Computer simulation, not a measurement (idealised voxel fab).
The following is a process module called voxel transistor to metal.
FYI the section here is cut, 270 nm wide, cells are 5 nm squares.
Throughout this document, each cross-section is represented as a grid of square cells and is presented as a sequence of bands enumerated from the top downward, where a band comprises one or more rows of cells. Each band's line starts with the height of the band's top and of its bottom, in nm. Then come its materials from left to right, each with its width in nm. One material with "edge to edge" fills the band from edge to edge. "empty" is empty space. We count height from 0. Below that, the starting wafer is all one material. The lowest band never ends at the bottom but goes on down; see "from 0 down" for how that is written. A width given as "30->40" starts at the first number in the band's top row and ends at the second number in its bottom row, shifting by an equal amount at every step from row to row. "nothing altered" for a step: no cell of the cross-section changed in that step. Enclosed voids (no open way to top), threshold 8 cells or more, entry "Voids, fully enclosed", notation width x height at distance, distance from left edge, nm. The remark found on a step's line after its settings is issued by the simulator itself and pertains to that step. "overlay nm" answers the question of how far to the right of plan the mask lay on a step that has a mask, and when it is negative the answer is to the left.
## Intended process steps
step 1: RECEIVE (material Si)
step 2: CONFORMAL_DEP (material SiO2; thk nm 5)
step 3: CONFORMAL_DEP (material SiN; thk nm 10)
step 4: PATTERN (tone cover; mask id ACTIVE; material resist; width nm 95; pitch nm 125; thk nm 15; overlay nm 0)
step 5: DIRECTIONAL_ETCH (etch materials SiN; depth nm 10)
step 6: DIRECTIONAL_ETCH (etch materials SiO2; depth nm 5)
step 7: DIRECTIONAL_ETCH (etch materials Si; depth nm 20)
step 8: STRIP (etch materials resist)
step 9: FILL_DEP (material SiO2; thk nm 15)
step 10: CMP (height nm 15)
step 11: SELECTIVE_ETCH (etch materials SiO2; depth nm 5)
step 12: STRIP (etch materials SiN)
step 13: SELECTIVE_ETCH (etch materials SiO2; depth nm 5)
step 14: OXIDIZE (depth nm 5)
step 15: DIRECTIONAL_DEP (material polySi; thk nm 25)
step 16: DIRECTIONAL_DEP (material SiCN; thk nm 15)
step 17: PATTERN (tone cover; mask id GATE; material resist; width nm 25; pitch nm 125; thk nm 20; overlay nm 0)
step 18: DIRECTIONAL_ETCH (etch materials SiCN; depth nm 25)
step 19: DIRECTIONAL_ETCH (etch materials polySi; depth nm 35)
step 20: STRIP (etch materials resist)
step 21: CONFORMAL_DEP (material SiO2; thk nm 5)
step 22: DIRECTIONAL_ETCH (etch materials SiO2; depth nm 5)
step 23: CONFORMAL_DEP (material SiN; thk nm 5)
step 24: DIRECTIONAL_ETCH (etch materials SiN; depth nm 5)
step 25: DIRECTIONAL_ETCH (etch materials SiO2; depth nm 5)
step 26: DIRECTIONAL_ETCH (etch materials Si; depth nm 10)
step 27: EPI (material nSi; thk nm 10)
step 28: FILL_DEP (material SiO2; thk nm 10)
step 29: CMP (height nm 40)
step 30: DIRECTIONAL_DEP (material SiO2; thk nm 15)
step 31: DIRECTIONAL_DEP (material aC; thk nm 10)
step 32: PATTERN (tone open; mask id CONTACT; material resist; width nm 15; thk nm 30; overlay nm 0)
step 33: DIRECTIONAL_ETCH (etch materials aC; depth nm 10)
step 34: STRIP (etch materials resist)
step 35: DIRECTIONAL_ETCH (etch materials SiO2; depth nm 50)
step 36: STRIP (etch materials aC)
step 37: CONFORMAL_DEP (material TiN; thk nm 5)
step 38: FILL_DEP (material W; thk nm 10)
step 39: CMP (height nm 55)
step 40: CONFORMAL_DEP (material SiCN; thk nm 5)
step 41: DIRECTIONAL_DEP (material SiO2; thk nm 20)
step 42: DIRECTIONAL_DEP (material aC; thk nm 15)
step 43: PATTERN (tone open; mask id METAL_1; material resist; width nm 15; thk nm 30; overlay nm 0)
step 44: DIRECTIONAL_ETCH (etch materials aC; depth nm 15)
step 45: STRIP (etch materials resist)
step 46: DIRECTIONAL_ETCH (etch materials SiO2; depth nm 20)
step 47: DIRECTIONAL_ETCH (etch materials SiCN; depth nm 5)
step 48: STRIP (etch materials aC)
step 49: CONFORMAL_DEP (material TiN; thk nm 5)
step 50: FILL_DEP (material Cu; thk nm 5)
step 51: CMP (height nm 80)
step 52: EPI (material Ru; thk nm 5)
step 53: FILL_DEP (material SiCN; thk nm 5)
## Wafer cross-section on receipt, i.e. after step 1
	from 0 down  Si edge to edge
	Voids, fully enclosed: none
## The plan above was carried out on the starting structure above with one mistake, and this cross-section shows the wafer at the end of the module
	from 90 to 85  SiCN edge to edge
	from 85 to 80  25 of SiCN  25 of Ru  45 of SiCN  25 of Ru  30 of SiCN  25 of Ru  45 of SiCN  25 of Ru  25 of SiCN
	from 80 to 75  30 of SiCN  15 of TiN  55 of SiCN  15 of TiN  40 of SiCN  15 of TiN  55 of SiCN  15 of TiN  30 of SiCN
	from 75 to 55  SiO2 edge to edge
	from 55 to 40  30 of SiO2  5 of TiN  5 of W  5 of TiN  55 of SiO2  5 of TiN  5 of W  5 of TiN  40 of SiO2  5 of TiN  5 of W  5 of TiN  55 of SiO2  5 of TiN  5 of W  5 of TiN  30 of SiO2
	from 40 to 25  30 of SiO2  5 of TiN  5 of W  5 of TiN  5 of SiO2  5 of SiN  5 of SiO2  25 of SiCN  5 of SiO2  5 of SiN  5 of SiO2  5 of TiN  5 of W  5 of TiN  40 of SiO2  5 of TiN  5 of W  5 of TiN  5 of SiO2  5 of SiN  5 of SiO2  25 of SiCN  5 of SiO2  5 of SiN  5 of SiO2  5 of TiN  5 of W  5 of TiN  30 of SiO2
	from 25 to 10  30 of SiO2  5 of TiN  5 of W  5 of TiN  5 of SiO2  5 of SiN  5 of SiO2  25 of polySi  5 of SiO2  5 of SiN  5 of SiO2  5 of TiN  5 of W  5 of TiN  40 of SiO2  5 of TiN  5 of W  5 of TiN  5 of SiO2  5 of SiN  5 of SiO2  25 of polySi  5 of SiO2  5 of SiN  5 of SiO2  5 of TiN  5 of W  5 of TiN  30 of SiO2
	from 10 to 5  30 of SiO2  15 of TiN  5 of SiO2  5 of SiN  5 of SiO2  25 of polySi  5 of SiO2  5 of SiN  5 of SiO2  15 of TiN  40 of SiO2  15 of TiN  5 of SiO2  5 of SiN  5 of SiO2  25 of polySi  5 of SiO2  5 of SiN  5 of SiO2  15 of TiN  30 of SiO2
	from 5 to 0  25 of SiO2  5 of SiN  20 of nSi  5 of SiN  5 of SiO2  25 of polySi  5 of SiO2  5 of SiN  20 of nSi  5 of SiN  30 of SiO2  5 of SiN  20 of nSi  5 of SiN  5 of SiO2  25 of polySi  5 of SiO2  5 of SiN  20 of nSi  5 of SiN  25 of SiO2
	from 0 to -5  30 of SiO2  20 of nSi  45 of SiO2  20 of nSi  40 of SiO2  20 of nSi  45 of SiO2  20 of nSi  30 of SiO2
	from -5 to -15  25 of SiO2  5 of Si  20 of nSi  45 of Si  20 of nSi  5 of Si  30 of SiO2  5 of Si  20 of nSi  45 of Si  20 of nSi  5 of Si  25 of SiO2
	from -15 to -20  25 of SiO2  95 of Si  30 of SiO2  95 of Si  25 of SiO2
	from -20 down  Si edge to edge
	Voids, fully enclosed: none
Finding, execution versus plan: plan vs actual: 40 and 41 interchanged
